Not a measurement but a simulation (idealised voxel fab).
This section sets out a process module, namely voxel self aligned contacts.
Cross-section cut spans 175 nm and uses square cells 5 nm in size.
How to read a cross-section here: the picture is a grid of square cells, written as bands going from the top down, and any band can span one or more rows of cells.
The entry gives the band's vertical extent as a top height and a bottom height in nm, then its horizontal make-up as materials from left to right, each with a width in nm. "air" stands for empty space; a single material marked "throughout" fills the band edge to edge.
The level at which height equals 0 is the one under which the wafer, as it arrives, is entirely one material. No lower edge exists for the bottom band, which continues downward and is notated as in "0..down".
So if you see something like "30->40" for the width, read it as the top row of the band sitting at the first number and the bottom row at the second, with every row in between moving by the same amount as the last.
"no change occurred" -> step changed no cross-section cell.
The label "Closed internal voids" introduces a list of the empty spaces, 8 cells or larger, that have no open way up to the top; each entry in it reads width x height at distance, where the distance is taken from the left edge and all three are stated in nm.
after a step's settings: what the simulator itself notes on the step
A step line may carry the setting "overlay nm", which, for steps involving a mask, states the distance by which the mask lay to the right of its intended position; negative values denote displacement to the left.

THESE ARE THE STEPS WE PLANNED FOR THE PROCESS
1 RECEIVE [material Si]
2 CONFORMAL_DEP [material SiO2] [thk nm 5]
3 DIRECTIONAL_DEP [material polySi] [thk nm 25]
4 DIRECTIONAL_DEP [material SiN] [thk nm 25]
5 MASKED_ETCH [tone cover] [mask id GATE] [width nm 30] [pitch nm 65] [etch materials SiN] [depth nm 25] [overlay nm 0]
6 MASKED_ETCH [tone cover] [mask id GATE] [width nm 30] [pitch nm 65] [etch materials polySi] [depth nm 25] [overlay nm 0]
7 CONFORMAL_DEP [material SiN] [thk nm 10]
8 DIRECTIONAL_ETCH [etch materials SiN] [depth nm 10]
9 FILL_DEP [material SiO2] [thk nm 10]
10 CMP [height nm 60]
11 MASKED_ETCH [tone open] [mask id CONTACT] [width nm 45] [etch materials SiO2] [depth nm 60] [overlay nm 0]
12 CONFORMAL_DEP [material TiN] [thk nm 5]
13 FILL_DEP [material W] [thk nm 5]
14 CMP [height nm 60]
15 CONFORMAL_DEP [material SiN] [thk nm 5]

AS-RECEIVED STATE OF THE WAFER IN CROSS-SECTION, EQUIVALENT TO POST-STEP 1
0..down | Si throughout
Closed internal voids: none

LOOKING AT THE FIRST OF TWO WAFERS IN CROSS-SECTION AT END OF MODULE - RAN TO PLAN
65..60 | SiN throughout
60..55 | SiO2 65 nm  TiN 20 nm  W 5 nm  TiN 20 nm  SiO2 65 nm
55..30 | SiO2 30 nm  SiN 50 nm  TiN 5 nm  W 5 nm  TiN 5 nm  SiN 50 nm  SiO2 30 nm
30..5 | SiO2 30 nm  SiN 10 nm  polySi 30 nm  SiN 10 nm  TiN 5 nm  W 5 nm  TiN 5 nm  SiN 10 nm  polySi 30 nm  SiN 10 nm  SiO2 30 nm
5..0 | SiO2 80 nm  TiN 15 nm  SiO2 80 nm
0..down | Si throughout
Closed internal voids: none

THIS CROSS-SECTION BELONGS TO THE SECOND WAFER OF TWO AT THE END OF THE MODULE; THE START AND THE PLAN WERE SHARED WITH THE FIRST, AND THE RUN INCLUDED ONE MISTAKE
65..60 | SiN throughout
60..55 | SiO2 65 nm  TiN 45 nm  SiO2 65 nm
55..30 | SiN 50 nm  SiO2 10 nm  SiN 55 nm  SiO2 10 nm  SiN 50 nm
30..5 | polySi throughout
5..0 | SiO2 throughout
0..down | Si throughout
Closed internal voids: none
The plan and the run diverged here: step 5: run off-plan, actual operation and settings MASKED_ETCH [tone open] [mask id GATE] [width nm 30] [pitch nm 65] [etch materials SiN] [depth nm 25] [overlay nm 0]
In the final state, the cell counts of the second wafer exceed or fall short of those of the first for the following materials: +15 SiN, -97 SiO2, -22 TiN, -11 W, +115 polySi
